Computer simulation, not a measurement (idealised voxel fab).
Process module name: voxel wiring stack
Square cell edge 5 nm, section width 160 nm, ID cut.
When this document writes out a cross-section, it uses a grid of square cells and lists it as bands, beginning at the top and moving down, with a band standing for one or more rows of cells. Band entry format. Leading values: height of top, height of bottom, nm. Remainder: materials in left-to-right order, each with its width in nm. Special words: "everywhere" on a single material, which then fills the band edge to edge; "blank", empty space. Heights are measured from 0, the level below which the as-received wafer is all one material; the lowest band has no bottom and continues downward, written as in "0 nm and below". Per-row width for "30->40": begins at first number (top row of band), ends at second number (bottom row), increment between rows held constant. Reading "left unchanged" for a step: not a cell of the cross-section changed in it. Basically, "Enclosed internal voids" tells you about the enclosed voids: empty spaces with no open way to the top, 8 cells or bigger, each written width x height at distance, where distance is from the left edge, all in nm. The remark found on a step's line after its settings is issued by the simulator itself and pertains to that step. The line of a step may include "overlay nm". On a step with a mask, this value is how far to the right of its planned place the mask lay. A negative value means the mask lay to the left.

### Set out below are the planned steps of the process
1. RECEIVE,material Si
2. CONFORMAL_DEP,material SiO2,thk nm 10
3. DIRECTIONAL_DEP,material TiN,thk nm 5
4. DIRECTIONAL_DEP,material W,thk nm 15
5. PATTERN,tone cover,mask id METAL_1,material resist,width nm 20,pitch nm 35,thk nm 15,overlay nm 0
6. DIRECTIONAL_ETCH,etch materials W,depth nm 15
7. DIRECTIONAL_ETCH,etch materials TiN,depth nm 5
8. STRIP,etch materials resist
9. CONFORMAL_DEP,material SiCN,thk nm 5
10. FILL_DEP,material lowk,thk nm 5
11. CMP,height nm 30
12. CONFORMAL_DEP,material SiCN,thk nm 5
13. DIRECTIONAL_DEP,material lowk,thk nm 35
14. DIRECTIONAL_DEP,material aC,thk nm 10
15. PATTERN,tone open,mask id METAL_2,material resist,width nm 20,pitch nm 35,thk nm 30,overlay nm 0
16. DIRECTIONAL_ETCH,etch materials aC,depth nm 10
17. STRIP,etch materials resist
18. DIRECTIONAL_ETCH,etch materials lowk,depth nm 20
19. STRIP,etch materials aC
20. DIRECTIONAL_DEP,material aC,thk nm 10
21. PATTERN,tone open,mask id METAL_2_HOLES,material resist,width nm 15,thk nm 30,overlay nm 0
22. DIRECTIONAL_ETCH,etch materials aC,depth nm 10
23. STRIP,etch materials resist
24. DIRECTIONAL_ETCH,etch materials lowk,depth nm 15
25. DIRECTIONAL_ETCH,etch materials SiCN,depth nm 5
26. STRIP,etch materials aC
27. CONFORMAL_DEP,material TiN,thk nm 5
28. FILL_DEP,material Cu,thk nm 10
29. CMP,height nm 70
30. CONFORMAL_DEP,material SiCN,thk nm 5
31. DIRECTIONAL_DEP,material SiO2,thk nm 25
32. DIRECTIONAL_DEP,material aC,thk nm 10
33. PATTERN,tone open,mask id METAL_3_HOLES,material resist,width nm 15,pitch nm 35,thk nm 30,overlay nm 0
34. DIRECTIONAL_ETCH,etch materials aC,depth nm 10
35. STRIP,etch materials resist
36. DIRECTIONAL_ETCH,etch materials SiO2,depth nm 25
37. STRIP,etch materials aC
38. PATTERN,tone open,mask id METAL_3,material resist,width nm 20,pitch nm 35,thk nm 15,overlay nm 0
39. DIRECTIONAL_ETCH,etch materials SiO2,depth nm 15
40. DIRECTIONAL_ETCH,etch materials SiCN,depth nm 5
41. STRIP,etch materials resist
42. CONFORMAL_DEP,material TiN,thk nm 5
43. FILL_DEP,material Ru,thk nm 5
44. CMP,height nm 100
45. CONFORMAL_DEP,material SiCN,thk nm 5

### as received, after step 1
> 0 nm and below = Si everywhere
> Enclosed internal voids: none

### The following cross-section depicts the wafer upon conclusion of the module. Processing commenced from the starting condition illustrated above and adhered to the plan illustrated above, save for one mistake in execution
> 105 nm to 100 nm = SiCN everywhere
> 100 nm to 90 nm = SiO2 (50)  TiN (5)  Ru (10)  TiN (5)  SiO2 (15)  TiN (5)  Ru (10)  TiN (5)  SiO2 (55)
> 90 nm to 85 nm = SiO2 (50)  TiN (5)  Ru (5)  TiN (10)  SiO2 (15)  TiN (5)  Ru (5)  TiN (10)  SiO2 (55)
> 85 nm to 75 nm = SiO2 (50)  TiN (5)  Ru (5)  TiN (5)  SiO2 (20)  TiN (5)  Ru (5)  TiN (5)  SiO2 (60)
> 75 nm to 70 nm = SiCN (50)  TiN (15)  SiCN (20)  TiN (15)  SiCN (60)
> 70 nm to 60 nm = lowk (45)  TiN (5)  Cu (15)  TiN (5)  lowk (15)  TiN (5)  Cu (10)  TiN (5)  lowk (55)
> 60 nm to 55 nm = lowk (45)  TiN (10)  Cu (10)  TiN (5)  lowk (15)  TiN (5)  Cu (10)  TiN (5)  lowk (55)
> 55 nm to 50 nm = lowk (50)  TiN (5)  Cu (10)  TiN (5)  lowk (15)  TiN (20)  lowk (55)
> 50 nm to 35 nm = lowk (50)  TiN (5)  Cu (10)  TiN (5)  lowk (90)
> 35 nm to 30 nm = SiCN (50)  TiN (20)  SiCN (90)
> 30 nm to 15 nm = lowk (45)  SiCN (5)  W (20)  SiCN (5)  lowk (5)  SiCN (5)  W (20)  SiCN (5)  lowk (50)
> 15 nm to 10 nm = SiCN (50)  TiN (20)  SiCN (15)  TiN (20)  SiCN (55)
> 10 nm to 0 nm = SiO2 everywhere
> 0 nm and below = Si everywhere
> Enclosed internal voids: none
In executing the process, a mistake was made relative to the plan: step 21 did not happen as planned, as run it was PATTERN,tone open,mask id METAL_2_HOLES,material resist,width nm 25,thk nm 30,overlay nm 0
